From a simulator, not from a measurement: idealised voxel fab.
Documented hereafter: the process module known as voxel self aligned contacts.
The cross-section shown here is cut; it is 225 nm wide and divided into square cells measuring 5 nm on a side.
Heads up, the way a cross-section reads in here is a grid of square cells, handed over as bands from the top down, with every band being one or more rows of cells.
A band entry consists of two parts. The first gives the height of the band's top and the height of its bottom, in nm. The rest lists the band's materials from left to right, each with its width in nm. A single material labelled with the word "all across" fills the band from edge to edge, and the word "empty" marks empty space.
Counting heights begins at 0, where everything beneath is, in the wafer as received, one material. The lowest band has no bottom; it goes on downwards, as "z 0 and below" shows.
It should be noted that a width expressed as "30..40" varies in equal increments from row to row of cells within the band, taking the value of the first number at the top row and that of the second number at the bottom row.
What does "same as before" mean for a step? It means no cell of the cross-section changed in that step.
"Voids, sealed" means: voids of 8 cells or more that are shut off from the top with no open way through. Written width x height at distance, distance from the left edge, in nm.
What comes after the settings on a step's line is commentary from the simulator itself on that step.
Among the settings permitted on a step's line is "overlay nm"; applied to a step with a mask, it specifies the extent to which the mask lay to the right of its planned position, whereas a negative figure signifies a position to the left.
The planned process steps are enumerated hereunder
1. RECEIVE (material Si)
2. CONFORMAL_DEP (material SiO2; thk nm 5)
3. DIRECTIONAL_DEP (material polySi; thk nm 25)
4. DIRECTIONAL_DEP (material SiN; thk nm 20)
5. MASKED_ETCH (tone cover; mask id GATE; width nm 30; pitch nm 70; etch materials SiN; depth nm 20; overlay nm 0)
6. MASKED_ETCH (tone cover; mask id GATE; width nm 30; pitch nm 70; etch materials polySi; depth nm 25; overlay nm 0)
7. CONFORMAL_DEP (material SiN; thk nm 10)
8. DIRECTIONAL_ETCH (etch materials SiN; depth nm 10)
9. FILL_DEP (material SiO2; thk nm 10)
10. CMP (height nm 55)
11. PATTERN (tone open; mask id CONTACT; material resist; width nm 50; thk nm 20; overlay nm 0)
12. DIRECTIONAL_ETCH (etch materials SiO2; depth nm 55)
13. STRIP (etch materials resist)
14. CONFORMAL_DEP (material TiN; thk nm 5)
15. FILL_DEP (material Ru; thk nm 10)
16. CMP (height nm 55)
17. CONFORMAL_DEP (material SiCN; thk nm 5)
First out of two wafers; run went to plan
Cross-section of the wafer as it came to us, i.e., already through step 1
> z 0 and below  Si all across
> Voids, sealed: none
Cross-section: wafer state after step 2
> z 5 to 0  SiO2 all across
> below 0: unchanged
Cross-section: wafer state after step 3
> z 30 to 5  polySi all across
> below 5: unchanged
Cross-section: wafer state after step 4
> z 50 to 30  SiN all across
> below 30: unchanged
Cross-section: wafer state after step 5
> z 50 to 30  empty: 60, SiN: 30, empty: 40, SiN: 30, empty: 65
> below 30: unchanged
Cross-section: wafer state after step 6
> z 50 to 30  empty: 60, SiN: 30, empty: 40, SiN: 30, empty: 65
> z 30 to 5  empty: 60, polySi: 30, empty: 40, polySi: 30, empty: 65
> below 5: unchanged
Cross-section: wafer state after step 7
> z 60 to 30  empty: 50, SiN: 50, empty: 20, SiN: 50, empty: 55
> z 30 to 15  empty: 50, SiN: 10, polySi: 30, SiN: 10, empty: 20, SiN: 10, polySi: 30, SiN: 10, empty: 55
> z 15 to 5  SiN: 60, polySi: 30, SiN: 40, polySi: 30, SiN: 65
> below 5: unchanged
Cross-section: wafer state after step 8
> z 50 to 30  empty: 50, SiN: 50, empty: 20, SiN: 50, empty: 55
> z 30 to 5  empty: 50, SiN: 10, polySi: 30, SiN: 10, empty: 20, SiN: 10, polySi: 30, SiN: 10, empty: 55
> below 5: unchanged
Cross-section: wafer state after step 9
> z 60 to 50  SiO2 all across
> z 50 to 30  SiO2: 50, SiN: 50, SiO2: 20, SiN: 50, SiO2: 55
> z 30 to 5  SiO2: 50, SiN: 10, polySi: 30, SiN: 10, SiO2: 20, SiN: 10, polySi: 30, SiN: 10, SiO2: 55
> below 5: unchanged
Cross-section: wafer state after step 10
> z 55 to 50  SiO2 all across
> below 50: unchanged
Cross-section: wafer state after step 11
> z 75 to 55  resist: 85, empty: 50, resist: 90
> below 55: unchanged
Cross-section: wafer state after step 12
> z 75 to 55  resist: 85, empty: 50, resist: 90
> z 55 to 50  SiO2: 85, empty: 50, SiO2: 90
> z 50 to 30  SiO2: 50, SiN: 50, empty: 20, SiN: 50, SiO2: 55
> z 30 to 5  SiO2: 50, SiN: 10, polySi: 30, SiN: 10, empty: 20, SiN: 10, polySi: 30, SiN: 10, SiO2: 55
> z 5 to 0  SiO2: 100, empty: 20, SiO2: 105
> below 0: unchanged
Cross-section: wafer state after step 13
> z 55 to 50  SiO2: 85, empty: 50, SiO2: 90
> below 50: unchanged
Cross-section: wafer state after step 14
> z 60 to 55  TiN: 90, empty: 40, TiN: 95
> z 55 to 50  SiO2: 85, TiN: 20, empty: 10, TiN: 20, SiO2: 90
> z 50 to 30  SiO2: 50, SiN: 50, TiN: 5, empty: 10, TiN: 5, SiN: 50, SiO2: 55
> z 30 to 5  SiO2: 50, SiN: 10, polySi: 30, SiN: 10, TiN: 5, empty: 10, TiN: 5, SiN: 10, polySi: 30, SiN: 10, SiO2: 55
> z 5 to 0  SiO2: 100, TiN: 20, SiO2: 105
> below 0: unchanged
Cross-section: wafer state after step 15
> z 70 to 60  Ru all across
> z 60 to 55  TiN: 90, Ru: 40, TiN: 95
> z 55 to 50  SiO2: 85, TiN: 20, Ru: 10, TiN: 20, SiO2: 90
> z 50 to 30  SiO2: 50, SiN: 50, TiN: 5, Ru: 10, TiN: 5, SiN: 50, SiO2: 55
> z 30 to 5  SiO2: 50, SiN: 10, polySi: 30, SiN: 10, TiN: 5, Ru: 10, TiN: 5, SiN: 10, polySi: 30, SiN: 10, SiO2: 55
> below 5: unchanged
Cross-section: wafer state after step 16
> z 55 to 50  SiO2: 85, TiN: 20, Ru: 10, TiN: 20, SiO2: 90
> below 50: unchanged
Cross-section: wafer state after step 17
> z 60 to 55  SiCN all across
> below 55: unchanged
Okay, second wafer. Nothing different at the start, nothing different in the plan, just one mistake somewhere in the running. As far as step 10, counting that step, it's the first wafer all over again
Second wafer, sectioned view, at step 11's planned end time
> z 75 to 55  resist: 80, empty: 60, resist: 85
> below 55: unchanged
Second wafer, sectioned view, at step 12's planned end time
> z 75 to 55  resist: 80, empty: 60, resist: 85
> z 55 to 50  SiO2: 80, empty: 60, SiO2: 85
> z 50 to 30  SiO2: 50, SiN: 50, empty: 20, SiN: 50, SiO2: 55
> z 30 to 5  SiO2: 50, SiN: 10, polySi: 30, SiN: 10, empty: 20, SiN: 10, polySi: 30, SiN: 10, SiO2: 55
> z 5 to 0  SiO2: 100, empty: 20, SiO2: 105
> below 0: unchanged
Second wafer, sectioned view, at step 13's planned end time
> z 55 to 50  SiO2: 80, empty: 60, SiO2: 85
> below 50: unchanged
Second wafer, sectioned view, at step 14's planned end time
> z 60 to 55  TiN: 85, empty: 50, TiN: 90
> z 55 to 50  SiO2: 80, TiN: 25, empty: 10, TiN: 25, SiO2: 85
> z 50 to 30  SiO2: 50, SiN: 50, TiN: 5, empty: 10, TiN: 5, SiN: 50, SiO2: 55
> z 30 to 5  SiO2: 50, SiN: 10, polySi: 30, SiN: 10, TiN: 5, empty: 10, TiN: 5, SiN: 10, polySi: 30, SiN: 10, SiO2: 55
> z 5 to 0  SiO2: 100, TiN: 20, SiO2: 105
> below 0: unchanged
Second wafer, sectioned view, at step 15's planned end time
> z 70 to 60  Ru all across
> z 60 to 55  TiN: 85, Ru: 50, TiN: 90
> z 55 to 50  SiO2: 80, TiN: 25, Ru: 10, TiN: 25, SiO2: 85
> z 50 to 30  SiO2: 50, SiN: 50, TiN: 5, Ru: 10, TiN: 5, SiN: 50, SiO2: 55
> z 30 to 5  SiO2: 50, SiN: 10, polySi: 30, SiN: 10, TiN: 5, Ru: 10, TiN: 5, SiN: 10, polySi: 30, SiN: 10, SiO2: 55
> below 5: unchanged
Second wafer, sectioned view, at step 16's planned end time
> z 55 to 50  SiO2: 80, TiN: 25, Ru: 10, TiN: 25, SiO2: 85
> below 50: unchanged
Second wafer, sectioned view, at step 17's planned end time
> z 60 to 55  SiCN all across
> below 55: unchanged
Nonconformance to the process plan: it should be noted that step 11 was executed with settings other than those planned, the operation and settings actually applied being PATTERN (tone open; mask id CONTACT; material resist; width nm 60; thk nm 20; overlay nm 0)
Upon completion, the second wafer contains, in terms of cells, a greater or smaller amount of certain materials than the first wafer: -2 SiO2; +2 TiN
